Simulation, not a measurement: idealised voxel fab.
process module | voxel wiring stack
cross-section cut | 300 nm wide | cells 5 nm
A cross-section is a grid of square cells, given in bands from the top down. A band is one or more rows of cells.
Each band's line starts with the height of the band's top and of its bottom, in nm. Then come its materials from left to right, each with its width in nm. One material with "throughout" fills the band from edge to edge. "air" is empty space.
Height 0 is the level under which the wafer as received is all one material. The lowest band goes on downwards, as in "0 down".
A width such as "30 to 40" changes by the same amount from each row of cells to the next, from the band's top row to its bottom row.
"no change" after a step means that no cell of the cross-section changed.
closed voids: empty space of 8 cells or more with no open way to the top, each as width x height at its distance from the left edge, in nm
after a step's settings: what the simulator itself notes on the step
overlay nm, on a step with a mask: how far to the right of its planned place the mask lay; to the left if negative
plan
1 op RECEIVE | material Si
2 op CONFORMAL_DEP | material SiO2 | thk nm 15
3 op DIRECTIONAL_DEP | material TiN | thk nm 5
4 op DIRECTIONAL_DEP | material W | thk nm 15
5 op PATTERN | tone cover | mask id METAL_1 | material resist | width nm 25 | pitch nm 55 | thk nm 20 | overlay nm 0
6 op DIRECTIONAL_ETCH | etch materials W | depth nm 15
7 op DIRECTIONAL_ETCH | etch materials TiN | depth nm 5
8 op STRIP | etch materials resist
9 op CONFORMAL_DEP | material SiCN | thk nm 5
10 op FILL_DEP | material lowk | thk nm 10
11 op CMP | height nm 35
12 op CONFORMAL_DEP | material SiCN | thk nm 5
13 op DIRECTIONAL_DEP | material lowk | thk nm 10
14 op DIRECTIONAL_DEP | material aC | thk nm 10
15 op PATTERN | tone open | mask id PLUG_1 | material resist | width nm 15 | thk nm 25 | overlay nm 0
16 op DIRECTIONAL_ETCH | etch materials aC | depth nm 10
17 op STRIP | etch materials resist
18 op DIRECTIONAL_ETCH | etch materials lowk | depth nm 10
19 op DIRECTIONAL_ETCH | etch materials SiCN | depth nm 5
20 op STRIP | etch materials aC
21 op CONFORMAL_DEP | material TiN | thk nm 5
22 op FILL_DEP | material Cu | thk nm 5
23 op CMP | height nm 50
24 op CONFORMAL_DEP | material SiCN | thk nm 5
25 op DIRECTIONAL_DEP | material lowk | thk nm 15
26 op MASKED_ETCH | tone open | mask id METAL_2 | width nm 25 | pitch nm 55 | etch materials lowk | depth nm 15 | overlay nm 0
27 op MASKED_ETCH | tone open | mask id METAL_2 | width nm 25 | pitch nm 55 | etch materials SiCN | depth nm 5 | overlay nm 0
28 op CONFORMAL_DEP | material TiN | thk nm 5
29 op FILL_DEP | material Cu | thk nm 5
30 op CMP | height nm 70
31 op CONFORMAL_DEP | material SiCN | thk nm 5
32 op DIRECTIONAL_DEP | material lowk | thk nm 15
33 op PATTERN | tone open | mask id PLUG_2 | material resist | width nm 15 | thk nm 15 | overlay nm 0
34 op DIRECTIONAL_ETCH | etch materials lowk | depth nm 15
35 op DIRECTIONAL_ETCH | etch materials SiCN | depth nm 5
36 op STRIP | etch materials resist
37 op CONFORMAL_DEP | material TiN | thk nm 5
38 op FILL_DEP | material Cu | thk nm 5
39 op CMP | height nm 90
40 op DIRECTIONAL_DEP | material TiN | thk nm 5
41 op DIRECTIONAL_DEP | material Ru | thk nm 20
42 op MASKED_ETCH | tone cover | mask id METAL_3 | width nm 25 | pitch nm 55 | etch materials Ru | depth nm 20 | overlay nm 0
43 op MASKED_ETCH | tone cover | mask id METAL_3 | width nm 25 | pitch nm 55 | etch materials TiN | depth nm 5 | overlay nm 0
44 op CONFORMAL_DEP | material SiCN | thk nm 5
45 op FILL_DEP | material SiO2 | thk nm 5
46 op CMP | height nm 115
47 op CONFORMAL_DEP | material SiCN | thk nm 5
48 op DIRECTIONAL_DEP | material lowk | thk nm 30
49 op PATTERN | tone open | mask id METAL_4_HOLES | material resist | width nm 15 | pitch nm 55 | thk nm 20 | overlay nm 0
50 op DIRECTIONAL_ETCH | etch materials lowk | depth nm 30
51 op STRIP | etch materials resist
52 op PATTERN | tone open | mask id METAL_4 | material resist | width nm 25 | pitch nm 55 | thk nm 15 | overlay nm 0
53 op DIRECTIONAL_ETCH | etch materials lowk | depth nm 15
54 op DIRECTIONAL_ETCH | etch materials SiCN | depth nm 5
55 op STRIP | etch materials resist
56 op CONFORMAL_DEP | material TiN | thk nm 5
57 op FILL_DEP | material Cu | thk nm 10
58 op CMP | height nm 150
59 op CONFORMAL_DEP | material SiN | thk nm 5
as received, after step 1
  0 down: Si throughout
  closed voids: none
a wafer at the end: this start, this plan, one mistake
  155 to 150: SiN throughout
  150 to 140: lowk 110 | TiN 5 | Cu 15 | TiN 5 | lowk 30 | TiN 5 | Cu 15 | TiN 5 | lowk 110
  140 to 135: lowk 110 | TiN 5 | Cu 5 | TiN 15 | lowk 30 | TiN 5 | Cu 5 | TiN 15 | lowk 110
  135 to 120: lowk 110 | TiN 5 | Cu 5 | TiN 5 | lowk 40 | TiN 5 | Cu 5 | TiN 5 | lowk 120
  120 to 115: SiCN 110 | TiN 15 | SiCN 40 | TiN 15 | SiCN 120
  115 to 95: SiO2 105 | SiCN 5 | Ru 25 | SiCN 5 | SiO2 20 | SiCN 5 | Ru 25 | SiCN 5 | SiO2 105
  95 to 90: SiCN 110 | TiN 25 | SiCN 30 | TiN 25 | SiCN 110
  90 to 75: lowk 110 | TiN 5 | Cu 5 | TiN 5 | lowk 175
  75 to 70: SiCN 110 | TiN 15 | SiCN 175
  70 to 55: lowk 110 | TiN 5 | Cu 15 | TiN 5 | lowk 30 | TiN 5 | Cu 15 | TiN 5 | lowk 110
  55 to 50: SiCN 110 | TiN 25 | SiCN 30 | TiN 25 | SiCN 110
  50 to 40: lowk 110 | TiN 5 | Cu 10 | TiN 5 | lowk 170
  40 to 35: SiCN 110 | TiN 20 | SiCN 170
  35 to 20: lowk 105 | SiCN 5 | W 25 | SiCN 5 | lowk 20 | SiCN 5 | W 25 | SiCN 5 | lowk 105
  20 to 15: SiCN 110 | TiN 25 | SiCN 30 | TiN 25 | SiCN 110
  15 to 0: SiO2 throughout
  0 down: Si throughout
  closed voids: none
what went wrong: step 15 ran as: op PATTERN | tone open | mask id PLUG_1 | material resist | width nm 20 | thk nm 25 | overlay nm 0
